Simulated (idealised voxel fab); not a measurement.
Process module heading - voxel tone inversion
Displayed cross-section: cut, width of 230 nm, square cells sized 5 nm.
Cross-section = grid of square cells, listed top down in bands; band = one or more rows. Band entry format. Leading values: height of top, height of bottom, nm. Remainder: materials in left-to-right order, each with its width in nm. Special words: "edge to edge" on a single material, which then fills the band edge to edge; "air", empty space. Where do heights start? At 0: under that level the wafer as delivered is made of one material only. And the lowest band has no floor; it just carries on downward, as in "0 and below". It should be noted that a width expressed as "30..40" varies in equal increments from row to row of cells within the band, taking the value of the first number at the top row and that of the second number at the bottom row. "same as before" means the step left every cell of the cross-section as it was. Empty spaces without an open route to the top, at least 8 cells in extent, make up the entry "Fully closed voids"; each is given as width x height at distance, where the distance is measured from the left edge, and all are in nm. Where a step's line continues beyond its settings, the continuation is a remark by the simulator itself on that step. "overlay nm" denotes, for a step that has a mask, the displacement of the mask to the right of its planned place, with negative values corresponding to the left.
The following list gives the planned process steps
1 op RECEIVE | material Si
2 op CONFORMAL_DEP | material SiN | thk nm 5
3 op DIRECTIONAL_DEP | material aC | thk nm 20
4 op PATTERN | tone cover | mask id POSTS | material resist | width nm 25 | pitch nm 45 | thk nm 30 | overlay nm 0
5 op DIRECTIONAL_ETCH | etch materials aC | depth nm 20
6 op STRIP | etch materials resist
7 op FILL_DEP | material SiO2 | thk nm 5
8 op CMP | height nm 15
9 op STRIP | etch materials aC
All wafers enter the flow in the same state. The height nm at step 8 differs from wafer to wafer, and the plan gives the value for the first wafer.
Received wafers, first of several: cross-section after step 1
- 0 and below | Si edge to edge
- Fully closed voids: none
Each row below is a wafer at the end of the module, listing for every material the number of cells it has gained (+) or lost (-) since it was received, followed by its closed voids
height nm 15, +46 SiN, +72 SiO2, Fully closed voids: none
height nm 20, +46 SiN, +108 SiO2, Fully closed voids: none
height nm 25, +46 SiN, +144 SiO2, Fully closed voids: none
height nm 30, +46 SiN, +190 SiO2, +40 aC, Fully closed voids: none
